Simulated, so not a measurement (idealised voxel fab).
Module name: voxel fin reveal (process module)
FYI the section here is cut, 180 nm wide, cells are 5 nm squares.
Cross-section = grid of square cells, listed top down in bands; band = one or more rows.
It is stipulated that each band's entry specify, in nanometres, the height of the top of the band and then that of its bottom, followed by the materials of the band in left-to-right sequence, each together with its width in nanometres. A single material marked by the word "all across" is understood to fill the band from edge to edge; the word "empty" is understood to denote empty space.
Beneath 0, the wafer as received is one material, and that level is where height counting begins. The lowest band goes on downward without a bottom; it is written like "z 0 and below".
Per-row width for "30 to 40": begins at first number (top row of band), ends at second number (bottom row), increment between rows held constant.
"nothing was modified", as given for a step, is the statement that not any cell of the cross-section underwent a change during that step.
The label "Closed internal cavities" introduces a list of the empty spaces, 8 cells or larger, that have no open way up to the top; each entry in it reads width x height at distance, where the distance is taken from the left edge and all three are stated in nm.
Formally, on a step line, whatever follows the settings is a remark that the simulator itself makes on the step.
overlay nm: right-of-plan distance of the mask on a masked step; negative values mean left-of-plan.

Planned process steps
| 1 | op RECEIVE | material Si |
| 2 | op CONFORMAL_DEP | material SiN | thk nm 10 |
| 3 | op MASKED_ETCH | tone cover | mask id FINS | width nm 15 | pitch nm 35 | etch materials SiN | depth nm 5 | overlay nm 0 |
| 4 | op MASKED_ETCH | tone cover | mask id FINS | width nm 15 | pitch nm 35 | etch materials Si | depth nm 40 | overlay nm 0 |
| 5 | op OXIDIZE | depth nm 5 |
| 6 | op FILL_DEP | material SiO2 | thk nm 15 |
| 7 | op CMP | height nm 10 |
| 8 | op SELECTIVE_ETCH | etch materials SiO2 | depth nm 35 |
| 9 | op STRIP | etch materials SiN |
Quick note for whoever runs this: the wafers start identical, but the depth nm at step 3 isn't the same across them. The plan just shows what the first wafer had.

This is how the first of several wafers looked in cross-section when it arrived, which is after step 1
	z 0 and below  Si all across
	Closed internal cavities: none

End-of-module cross-section, first of several wafers, after last step 9
	z 0 and below  Si all across
	Closed internal cavities: none

Final wafer cross-section at module end
	z 0 to -25  70 empty / 5 Si / 30 empty / 5 Si / 70 empty
	z -25 to -45  70 SiO2 / 5 Si / 30 SiO2 / 5 Si / 70 SiO2
	z -45 and below  Si all across
	Closed internal cavities: none

Each wafer at the end: cells of each material gained (+) or lost (-) since it was received, then its closed voids
depth nm 5, each cell of the cross-section is as it was, Closed internal cavities: none
depth nm 10, -306 Si, +136 SiO2, Closed internal cavities: none
depth nm 15, -306 Si, +136 SiO2, Closed internal cavities: none
depth nm 20, -306 Si, +136 SiO2, Closed internal cavities: none
depth nm 25, -306 Si, +136 SiO2, Closed internal cavities: none
